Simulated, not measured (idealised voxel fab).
A process module follows: voxel ribs on slabs.
For reference, the cross-section in this document is cut, with width 285 nm and square cells of 5 nm.
Reading order for cross-sections: top band down to bottom band. Underlying form: a grid of square cells. Band size: one or more rows of cells. Per band: top height and bottom height in nm, followed by the left-to-right materials and their widths in nm; "everywhere" marks a single material spanning edge to edge, "empty" marks empty space. Heights are measured from 0, the level below which the as-received wafer is all one material; the lowest band has no bottom and continues downward, written as in "0 and below". Per-row width for "30..40": begins at first number (top row of band), ends at second number (bottom row), increment between rows held constant. "no change occurred" means the step left every cell of the cross-section as it was. For the entry "Enclosed void list", the listed items are empty spaces with no open way to the top whose size is 8 cells or more; each item follows the pattern width x height at distance, where distance is from the left edge and all three are in nm. Anything after a step's settings on that line? It's the simulator's own note about the step. On any step carrying a mask, the "overlay nm" setting, if present on the step's line, tells how far right of its planned place the mask lay; negative values point to the left.
BELOW IS THE LIST OF PLANNED PROCESS STEPS
1) RECEIVE,material Si
2) DIRECTIONAL_DEP,material SiO2,thk nm 20
3) DIRECTIONAL_DEP,material polySi,thk nm 15
4) MASKED_ETCH,tone cover,mask id RIB,width nm 20,etch materials polySi,depth nm 5,overlay nm 0
5) DIRECTIONAL_DEP,material aC,thk nm 10
6) PATTERN,tone cover,mask id SLAB,material resist,width nm 50,thk nm 25,overlay nm 0
7) DIRECTIONAL_ETCH,etch materials aC,depth nm 10
8) STRIP,etch materials resist
9) DIRECTIONAL_ETCH,etch materials polySi,depth nm 10
10) STRIP,etch materials aC
11) FILL_DEP,material SiO2,thk nm 20
12) CMP,height nm 45
13) DIRECTIONAL_DEP,material TiN,thk nm 5
14) PATTERN,tone cover,mask id HEATER,material resist,width nm 30,thk nm 20,overlay nm 0
15) DIRECTIONAL_ETCH,etch materials TiN,depth nm 5
16) STRIP,etch materials resist
17) CONFORMAL_DEP,material SiO2,thk nm 10
RECEIVED-STATE CROSS-SECTION, REFLECTING COMPLETION OF STEP 1
    0 and below = Si everywhere
    Enclosed void list: none
CROSS-SECTION TAKEN AT MODULE COMPLETION ON THE FIRST OF TWO WAFERS; PROCESSED PER THE PLAN
    60 down to 55 = empty: 115 / SiO2: 50 / empty: 120
    55 down to 50 = SiO2 everywhere
    50 down to 45 = SiO2: 125 / TiN: 30 / SiO2: 130
    45 down to 35 = SiO2 everywhere
    35 down to 30 = SiO2: 130 / polySi: 20 / SiO2: 135
    30 down to 20 = SiO2: 115 / polySi: 50 / SiO2: 120
    20 down to 0 = SiO2 everywhere
    0 and below = Si everywhere
    Enclosed void list: none
SECOND WAFER CROSS-SECTION AT END OF MODULE - SHARED START AND PLAN WITH THE FIRST, ONE MISTAKE IN THE RUN
    60 down to 55 = empty: 115 / SiO2: 50 / empty: 120
    55 down to 50 = SiO2 everywhere
    50 down to 45 = SiO2: 125 / TiN: 30 / SiO2: 130
    45 down to 30 = SiO2 everywhere
    30 down to 25 = polySi: 115 / SiO2: 50 / polySi: 120
    25 down to 20 = polySi: 115 / SiO2: 15 / polySi: 20 / SiO2: 15 / polySi: 120
    20 down to 0 = SiO2 everywhere
    0 and below = Si everywhere
    Enclosed void list: none
Where did the run depart from the plan? note that step 6 departed from the planned setting and was carried out as PATTERN,tone open,mask id SLAB,material resist,width nm 50,thk nm 25,overlay nm 0
Final comparison by cell count, materials where the second wafer has more or fewer than the first: 74 fewer of SiO2, 74 more of polySi
